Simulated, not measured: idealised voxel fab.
process module | voxel capacitor over wiring
In the cross-section labelled cut, the width is 200 nm and each square cell is 5 nm.
A cross-section is written here as square cells arranged in a grid, and it is given in bands from the top down, each band taking up one or more rows of cells. The entry gives the band's vertical extent as a top height and a bottom height in nm, then its horizontal make-up as materials from left to right, each with a width in nm. "air" stands for empty space; a single material marked "everywhere" fills the band edge to edge. Height datum 0, below which the as-received substrate wafer is one material. Lowest band open at the bottom, running downward: "0 -> down". The width entry "30->40" should be interpreted row by row: the top row of cells in the band takes the first number, the bottom row takes the second number, and the change between adjacent rows is uniform throughout. Given "same as before" for a step, no cell of the cross-section differs between before and after that step. "Cavities, closed" - sealed voids, min. 8 cells, no opening to top; format: width x height at distance (distance from left edge; nm throughout). Whatever follows a step's settings on its line is a remark the simulator itself makes about that step. "overlay nm" on a masked step: distance the mask lay right of its planned place, negative for left.

[Planned step list for the process]
1,RECEIVE,material Si
2,CONFORMAL_DEP,material SiO2,thk nm 15
3,DIRECTIONAL_DEP,material TiN,thk nm 5
4,DIRECTIONAL_DEP,material W,thk nm 25
5,DIRECTIONAL_DEP,material aC,thk nm 15
6,PATTERN,tone cover,mask id METAL_1,material resist,width nm 25,pitch nm 95,thk nm 30,overlay nm 0
7,DIRECTIONAL_ETCH,etch materials aC,depth nm 15
8,STRIP,etch materials resist
9,DIRECTIONAL_ETCH,etch materials W,depth nm 25
10,DIRECTIONAL_ETCH,etch materials TiN,depth nm 5
11,STRIP,etch materials aC
12,FILL_DEP,material SiO2,thk nm 10
13,CMP,height nm 45
14,CONFORMAL_DEP,material SiCN,thk nm 5
15,DIRECTIONAL_DEP,material lowk,thk nm 20
16,DIRECTIONAL_DEP,material aC,thk nm 15
17,PATTERN,tone open,mask id PLUG_1,material resist,width nm 15,thk nm 30,overlay nm 0
18,DIRECTIONAL_ETCH,etch materials aC,depth nm 15
19,STRIP,etch materials resist
20,DIRECTIONAL_ETCH,etch materials lowk,depth nm 20
21,DIRECTIONAL_ETCH,etch materials SiCN,depth nm 5
22,STRIP,etch materials aC
23,CONFORMAL_DEP,material TiN,thk nm 5
24,FILL_DEP,material Cu,thk nm 5
25,CMP,height nm 70
26,DIRECTIONAL_DEP,material TiN,thk nm 10
27,DIRECTIONAL_DEP,material HfO2,thk nm 5
28,DIRECTIONAL_DEP,material TiN,thk nm 5
29,MASKED_ETCH,tone cover,mask id UPPER_PLATE,width nm 75,etch materials TiN,depth nm 5,overlay nm 0
30,MASKED_ETCH,tone cover,mask id UPPER_PLATE,width nm 75,etch materials HfO2,depth nm 5,overlay nm 0
31,MASKED_ETCH,tone cover,mask id LOWER_PLATE,width nm 85,etch materials TiN,depth nm 10,overlay nm 0
32,FILL_DEP,material SiO2,thk nm 15
33,CMP,height nm 100
34,PATTERN,tone open,mask id PLUG_2,material resist,width nm 15,thk nm 20,overlay nm 0
35,DIRECTIONAL_ETCH,etch materials SiO2,depth nm 10
36,STRIP,etch materials resist
37,CONFORMAL_DEP,material TiN,thk nm 5
38,FILL_DEP,material W,thk nm 5
39,CMP,height nm 100
40,CONFORMAL_DEP,material SiN,thk nm 5

[Here's what the wafer looked like in cross-section when it arrived - that's after step 1]
	0 -> down | Si everywhere
	Cavities, closed: none

[first wafer at the end, as planned]
	105 -> 100 | SiN everywhere
	100 -> 95 | SiO2 60; TiN 5; W 5; TiN 5; SiO2 125
	95 -> 85 | SiO2 60->50; TiN 15->75; SiO2 125->75
	85 -> 80 | SiO2 50; HfO2 75; SiO2 75
	80 -> 70 | SiO2 45; TiN 85; SiO2 70
	70 -> 50 | lowk 50; TiN 5; Cu 5; TiN 5; lowk 135
	50 -> 45 | SiCN 50; TiN 15; SiCN 135
	45 -> 20 | SiO2 40; W 25; SiO2 70; W 25; SiO2 40
	20 -> 15 | SiO2 40; TiN 25; SiO2 70; TiN 25; SiO2 40
	15 -> 0 | SiO2 everywhere
	0 -> down | Si everywhere
	Cavities, closed: none

[Cross-sectional image of the second wafer of the two following completion of the module. Starting state and process plan were the same as for the first wafer; one execution error occurred]
	105 -> 100 | SiN everywhere
	100 -> 95 | SiO2 60; TiN 5; W 5; TiN 5; SiO2 125
	95 -> 85 | SiO2 60->50; TiN 15->75; SiO2 125->75
	85 -> 80 | SiO2 50; HfO2 75; SiO2 75
	80 -> 70 | SiO2 45; TiN 85; SiO2 70
	70 -> 50 | lowk 50; TiN 5; Cu 5; TiN 5; lowk 135
	50 -> 45 | SiCN 50; TiN 15; SiCN 135
	45 -> 35 | SiO2 40; W 25; SiO2 70; W 25; SiO2 40
	35 -> 30 | SiO2 40; TiN 25; SiO2 70; TiN 25; SiO2 40
	30 -> 0 | SiO2 everywhere
	0 -> down | Si everywhere
	Cavities, closed: none
Deviation noted in wafer processing: step 2 of the plan saw execution twice
At the finish, the second wafer shows more or fewer cells for some materials than the first does: +30 SiO2, -30 W
